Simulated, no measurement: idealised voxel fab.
process module | voxel spacer lines
The cross-section shown here is cut; it is 185 nm wide and divided into square cells measuring 5 nm on a side.
When this document writes out a cross-section, it uses a grid of square cells and lists it as bands, beginning at the top and moving down, with a band standing for one or more rows of cells.
Band: top and bottom heights (nm) first, top before bottom; then materials from left to right, widths in nm. "throughout" marks a sole material filling the band edge to edge. "blank" denotes empty space.
Heads up on the height convention: 0 is the point under which the incoming wafer is all one material, and the lowest band has no bottom, it just keeps going down, like "0 -> down".
When a width is written as two numbers, as in "30..40", the first number is the width in the top row of cells of the band and the second is the width in its bottom row, and the width changes by the same amount from each row to the next.
The cross-section has no changed cell in any step marked "changes: none".
Look at "Enclosed internal cavities" for the closed voids: empty spaces with no open path to the top, sized 8 cells or up. Each is width x height at distance, distance from the left edge, all nm.
Note: text after step settings on the step line = simulator remark on that step.
overlay nm: step with mask; distance mask lay right of planned place; negative value = left of planned place.

**This section lists the process steps that were planned**
- 1: RECEIVE: material Si
- 2: CONFORMAL_DEP: material Al2O3, thk nm 10
- 3: DIRECTIONAL_DEP: material SiN, thk nm 10
- 4: DIRECTIONAL_DEP: material polySi, thk nm 30
- 5: PATTERN: tone cover, mask id MANDREL, material resist, width nm 20, pitch nm 60, thk nm 40, overlay nm 0
- 6: DIRECTIONAL_ETCH: etch materials polySi, depth nm 30
- 7: STRIP: etch materials resist
- 8: CONFORMAL_DEP: material SiO2, thk nm 10
- 9: DIRECTIONAL_ETCH: etch materials SiO2, depth nm 10
- 10: STRIP: etch materials polySi
- 11: DIRECTIONAL_ETCH: etch materials SiN, depth nm 10
- 12: STRIP: etch materials SiO2

**The following pertains to the first of two wafers, which was processed as planned**

**Wafer as received: cross-section following step 1**
- 0 -> down: Si throughout
- Enclosed internal cavities: none

**State of the wafer after step 2, shown in cross-section**
- 10 -> 0: Al2O3 throughout
- Under 0: no change, same as before.

**State of the wafer after step 3, shown in cross-section**
- 20 -> 10: SiN throughout
- Under 10: no change, same as before.

**State of the wafer after step 4, shown in cross-section**
- 50 -> 20: polySi throughout
- Under 20: no change, same as before.

**State of the wafer after step 5, shown in cross-section**
- 90 -> 50: 20 of blank / 20 of resist / 40 of blank / 20 of resist / 40 of blank / 20 of resist / 25 of blank
- Under 50: no change, same as before.

**State of the wafer after step 6, shown in cross-section**
- 90 -> 50: 20 of blank / 20 of resist / 40 of blank / 20 of resist / 40 of blank / 20 of resist / 25 of blank
- 50 -> 20: 20 of blank / 20 of polySi / 40 of blank / 20 of polySi / 40 of blank / 20 of polySi / 25 of blank
- Under 20: no change, same as before.

**State of the wafer after step 7, shown in cross-section**
- 50 -> 20: 20 of blank / 20 of polySi / 40 of blank / 20 of polySi / 40 of blank / 20 of polySi / 25 of blank
- Under 20: no change, same as before.

**State of the wafer after step 8, shown in cross-section**
- 60 -> 50: 10 of blank / 40 of SiO2 / 20 of blank / 40 of SiO2 / 20 of blank / 40 of SiO2 / 15 of blank
- 50 -> 30: 10 of blank / 10 of SiO2 / 20 of polySi / 10 of SiO2 / 20 of blank / 10 of SiO2 / 20 of polySi / 10 of SiO2 / 20 of blank / 10 of SiO2 / 20 of polySi / 10 of SiO2 / 15 of blank
- 30 -> 20: 20 of SiO2 / 20 of polySi / 40 of SiO2 / 20 of polySi / 40 of SiO2 / 20 of polySi / 25 of SiO2
- Under 20: no change, same as before.

**State of the wafer after step 9, shown in cross-section**
- 50 -> 20: 10 of blank / 10 of SiO2 / 20 of polySi / 10 of SiO2 / 20 of blank / 10 of SiO2 / 20 of polySi / 10 of SiO2 / 20 of blank / 10 of SiO2 / 20 of polySi / 10 of SiO2 / 15 of blank
- Under 20: no change, same as before.

**State of the wafer after step 10, shown in cross-section**
- 50 -> 20: 10 of blank / 10 of SiO2 / 20 of blank / 10 of SiO2 / 20 of blank / 10 of SiO2 / 20 of blank / 10 of SiO2 / 20 of blank / 10 of SiO2 / 20 of blank / 10 of SiO2 / 15 of blank
- Under 20: no change, same as before.

**State of the wafer after step 11, shown in cross-section**
- 50 -> 20: 10 of blank / 10 of SiO2 / 20 of blank / 10 of SiO2 / 20 of blank / 10 of SiO2 / 20 of blank / 10 of SiO2 / 20 of blank / 10 of SiO2 / 20 of blank / 10 of SiO2 / 15 of blank
- 20 -> 10: 10 of blank / 10 of SiN / 20 of blank / 10 of SiN / 20 of blank / 10 of SiN / 20 of blank / 10 of SiN / 20 of blank / 10 of SiN / 20 of blank / 10 of SiN / 15 of blank
- Under 10: no change, same as before.

**State of the wafer after step 12, shown in cross-section**
- 20 -> 10: 10 of blank / 10 of SiN / 20 of blank / 10 of SiN / 20 of blank / 10 of SiN / 20 of blank / 10 of SiN / 20 of blank / 10 of SiN / 20 of blank / 10 of SiN / 15 of blank
- Under 10: no change, same as before.

**Second of two: same start, same plan, one run error; steps up to and including 9 match the first**

**Second wafer shown in cross-section at the time step 10 was slated to end**
- 50 -> 20: 10 of blank / 10 of SiO2 / 20 of polySi / 10 of SiO2 / 20 of blank / 10 of SiO2 / 20 of polySi / 10 of SiO2 / 20 of blank / 10 of SiO2 / 20 of polySi / 10 of SiO2 / 15 of blank
- 20 -> 10: 10 of blank / 40 of SiN / 20 of blank / 40 of SiN / 20 of blank / 40 of SiN / 15 of blank
- Under 10: no change, same as before.

**Second wafer shown in cross-section at the time step 11 was slated to end**
- 50 -> 20: 10 of blank / 10 of SiO2 / 20 of blank / 10 of SiO2 / 20 of blank / 10 of SiO2 / 20 of blank / 10 of SiO2 / 20 of blank / 10 of SiO2 / 20 of blank / 10 of SiO2 / 15 of blank
- Under 20: no change, same as before.

**Second wafer shown in cross-section at the time step 12 was slated to end**
- 20 -> 10: 10 of blank / 40 of SiN / 20 of blank / 40 of SiN / 20 of blank / 40 of SiN / 15 of blank
- Under 10: no change, same as before.
Want to know what went wrong? order of steps 10 and 11 inverted relative to the plan
Wrapping up, a cell-based count of both wafers puts the second over or under the first for these materials: +24 SiN
